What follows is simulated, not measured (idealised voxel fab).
process module | voxel tone inversion
cross-section cut | 175 nm wide | cells 5 nm
A cross-section is a grid of square cells, given in bands from the top down. A band is one or more rows of cells.
Each band's line starts with the height of the band's top and of its bottom, in nm. Then come its materials from left to right, each with its width in nm. One material with "throughout" fills the band from edge to edge. "air" is empty space.
Height 0 is the level under which the wafer as received is all one material. The lowest band goes on downwards, as in "0 down".
A width such as "30 to 40" changes by the same amount from each row of cells to the next, from the band's top row to its bottom row.
"no change" after a step means that no cell of the cross-section changed.
closed voids: empty space of 8 cells or more with no open way to the top, each as width x height at its distance from the left edge, in nm
after a step's settings: what the simulator itself notes on the step
overlay nm, on a step with a mask: how far to the right of its planned place the mask lay; to the left if negative
plan
1 op RECEIVE | material Si
2 op CONFORMAL_DEP | material SiCN | thk nm 10
3 op DIRECTIONAL_DEP | material polySi | thk nm 25
4 op PATTERN | tone cover | mask id POSTS | material resist | width nm 25 | pitch nm 50 | thk nm 35 | overlay nm 0
5 op DIRECTIONAL_ETCH | etch materials polySi | depth nm 25
6 op STRIP | etch materials resist
7 op FILL_DEP | material SiO2 | thk nm 10
8 op CMP | height nm 35
9 op STRIP | etch materials polySi
10 op CONFORMAL_DEP | material TiN | thk nm 5
11 op FILL_DEP | material Cu | thk nm 10
12 op CMP | height nm 35
13 op CONFORMAL_DEP | material SiCN | thk nm 5
as received, after step 1
  0 down: Si throughout
  closed voids: none
first wafer at the end, as planned
  40 to 35: SiCN throughout
  35 to 15: SiO2 25 | TiN 5 | Cu 15 | TiN 5 | SiO2 25 | TiN 5 | Cu 15 | TiN 5 | SiO2 25 | TiN 5 | Cu 15 | TiN 5 | SiO2 25
  15 to 10: SiO2 25 | TiN 25 | SiO2 25 | TiN 25 | SiO2 25 | TiN 25 | SiO2 25
  10 to 0: SiCN throughout
  0 down: Si throughout
  closed voids: none
second wafer at the end: like start, like plan, one mistake
  40 to 35: SiCN throughout
  35 to 15: Cu 20 | TiN 5 | SiO2 25 | TiN 5 | Cu 15 | TiN 5 | SiO2 25 | TiN 5 | Cu 15 | TiN 5 | SiO2 25 | TiN 5 | Cu 20
  15 to 10: TiN 25 | SiO2 25 | TiN 25 | SiO2 25 | TiN 25 | SiO2 25 | TiN 25
  10 to 0: SiCN throughout
  0 down: Si throughout
  closed voids: none
what went wrong: step 4 ran as: op PATTERN | tone open | mask id POSTS | material resist | width nm 25 | pitch nm 50 | thk nm 35 | overlay nm 0
at the end the second wafer has, in cells: 20 more of Cu | 25 fewer of SiO2 | 5 more of TiN
